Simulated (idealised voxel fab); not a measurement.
Module name: voxel wiring stack (process module)
Xsec cut, 265 nm wide, square cell size 5 nm.
If you're reading a cross-section in this doc, picture square cells in a grid; it comes to you as bands, top ones listed first down to the bottom, and a band can be one or more rows of cells.
This entry defines a band. It first specifies the height of the band's top and the height of its bottom in nm, and then specifies the band's materials from left to right, stating each material with its width in nm. The word "full width" identifies a single material that fills the band from edge to edge, while the word "empty" identifies empty space.
Where do heights start? At 0: under that level the wafer as delivered is made of one material only. And the lowest band has no floor; it just carries on downward, as in "top 0, no bottom".
The two numbers in a width such as "30..40" mark its ends across the band: the first belongs to the top row of cells, the second to the bottom row, and from each row to the next the width moves by the same amount.
The cross-section has no changed cell in any step marked "identical to before".
Empty spaces without an open route to the top, at least 8 cells in extent, make up the entry "Enclosed void list"; each is given as width x height at distance, where the distance is measured from the left edge, and all are in nm.
Note: text after step settings on the step line = simulator remark on that step.
"overlay nm", when on a step's line for a step with a mask, measures how far to the right of its planned place the mask lay; a negative measure means to the left.

### plan
step 1: RECEIVE with material Si
step 2: CONFORMAL_DEP with material SiO2, thk nm 10
step 3: CONFORMAL_DEP with material SiN, thk nm 5
step 4: DIRECTIONAL_DEP with material lowk, thk nm 15
step 5: PATTERN with tone open, mask id METAL_1, material resist, width nm 30, pitch nm 60, thk nm 20, overlay nm 0
step 6: DIRECTIONAL_ETCH with etch materials lowk, depth nm 15
step 7: DIRECTIONAL_ETCH with etch materials SiN, depth nm 5
step 8: STRIP with etch materials resist
step 9: CONFORMAL_DEP with material TiN, thk nm 5
step 10: FILL_DEP with material Cu, thk nm 10
step 11: CMP with height nm 30
step 12: CONFORMAL_DEP with material SiCN, thk nm 5
step 13: DIRECTIONAL_DEP with material lowk, thk nm 25
step 14: DIRECTIONAL_DEP with material aC, thk nm 10
step 15: PATTERN with tone open, mask id METAL_2, material resist, width nm 30, pitch nm 60, thk nm 30, overlay nm 0
step 16: DIRECTIONAL_ETCH with etch materials aC, depth nm 10
step 17: STRIP with etch materials resist
step 18: DIRECTIONAL_ETCH with etch materials lowk, depth nm 15
step 19: STRIP with etch materials aC
step 20: DIRECTIONAL_DEP with material aC, thk nm 10
step 21: PATTERN with tone open, mask id METAL_2_HOLES, material resist, width nm 15, thk nm 30, overlay nm 0
step 22: DIRECTIONAL_ETCH with etch materials aC, depth nm 10
step 23: STRIP with etch materials resist
step 24: DIRECTIONAL_ETCH with etch materials lowk, depth nm 10
step 25: DIRECTIONAL_ETCH with etch materials SiCN, depth nm 5
step 26: STRIP with etch materials aC
step 27: CONFORMAL_DEP with material TiN, thk nm 5
step 28: FILL_DEP with material Cu, thk nm 5
step 29: CMP with height nm 60
step 30: CONFORMAL_DEP with material SiN, thk nm 5

### Cross-section of the incoming wafer, state after step 1
    top 0, no bottom | Si full width
    Enclosed void list: none

### This is how the wafer looks in cross-section once the module is done, given the starting state and plan above and one mistake in carrying the plan out
    top 65, bottom 60 | SiN full width
    top 60, bottom 55 | 85 nm SiCN / 15 nm TiN / 165 nm SiCN
    top 55, bottom 30 | lowk full width
    top 30, bottom 15 | 85 nm lowk / 5 nm TiN / 20 nm Cu / 5 nm TiN / 30 nm lowk / 5 nm TiN / 20 nm Cu / 5 nm TiN / 90 nm lowk
    top 15, bottom 10 | 85 nm SiN / 30 nm TiN / 30 nm SiN / 30 nm TiN / 90 nm SiN
    top 10, bottom 0 | SiO2 full width
    top 0, no bottom | Si full width
    Enclosed void list: none
Misprocessing identified: the intended sequence of steps 12 and 13 was reversed during processing, with each occupying the position of the other
